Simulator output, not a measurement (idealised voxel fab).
This section sets out a process module, namely voxel double patterning.
In the cross-section labelled cut, the width is 220 nm and each square cell is 5 nm.
If you're reading a cross-section in this doc, picture square cells in a grid; it comes to you as bands, top ones listed first down to the bottom, and a band can be one or more rows of cells. This entry defines a band. It first specifies the height of the band's top and the height of its bottom in nm, and then specifies the band's materials from left to right, stating each material with its width in nm. The word "full width" identifies a single material that fills the band from edge to edge, while the word "blank" identifies empty space. Heights are expressed relative to 0, this being the level below which the as-received wafer comprises one material exclusively. The lowest band is unbounded in the downward direction and is denoted as in "top 0, no bottom". Read "30->40" as a graded width: first number on top, second number at the bottom, same change between each pair of neighbouring rows. Reading "changes: none" for a step: not a cell of the cross-section changed in it. Enclosed voids (no open way to top), threshold 8 cells or more, entry "Sealed void inventory", notation width x height at distance, distance from left edge, nm. Past the settings on a step's line: simulator remark, on that step. The line of a step may include "overlay nm". On a step with a mask, this value is how far to the right of its planned place the mask lay. A negative value means the mask lay to the left.
### The following list gives the planned process steps
1,op RECEIVE | material Si
2,op CONFORMAL_DEP | material SiO2 | thk nm 10
3,op DIRECTIONAL_DEP | material TiN | thk nm 20
4,op DIRECTIONAL_DEP | material SiCN | thk nm 5
5,op MASKED_ETCH | tone open | mask id FIRST | width nm 15 | pitch nm 50 | etch materials SiCN | depth nm 5 | overlay nm 0
6,op DIRECTIONAL_DEP | material aC | thk nm 15
7,op PATTERN | tone open | mask id SECOND | material resist | width nm 15 | pitch nm 50 | thk nm 35 | overlay nm 0
8,op DIRECTIONAL_ETCH | etch materials aC | depth nm 15
9,op STRIP | etch materials resist
10,op DIRECTIONAL_ETCH | etch materials SiCN | depth nm 5
11,op STRIP | etch materials aC
12,op DIRECTIONAL_ETCH | etch materials TiN | depth nm 20
13,op STRIP | etch materials SiCN
### As-received state of the wafer in cross-section, equivalent to post-step 1
- top 0, no bottom = Si full width
- Sealed void inventory: none
### What the wafer looks like in cross-section after this module, when it starts as shown above and follows the plan above but one mistake is made in running it
- top 35, bottom 15 = TiN 50 nm, then blank 15 nm, then TiN 10 nm, then blank 15 nm, then TiN 10 nm, then blank 15 nm, then TiN 10 nm, then blank 15 nm, then TiN 10 nm, then blank 15 nm, then TiN 55 nm
- top 15, bottom 10 = TiN full width
- top 10, bottom 0 = SiO2 full width
- top 0, no bottom = Si full width
- Sealed void inventory: none
What was the processing mistake? not per plan at step 3, really ran op DIRECTIONAL_DEP | material TiN | thk nm 25
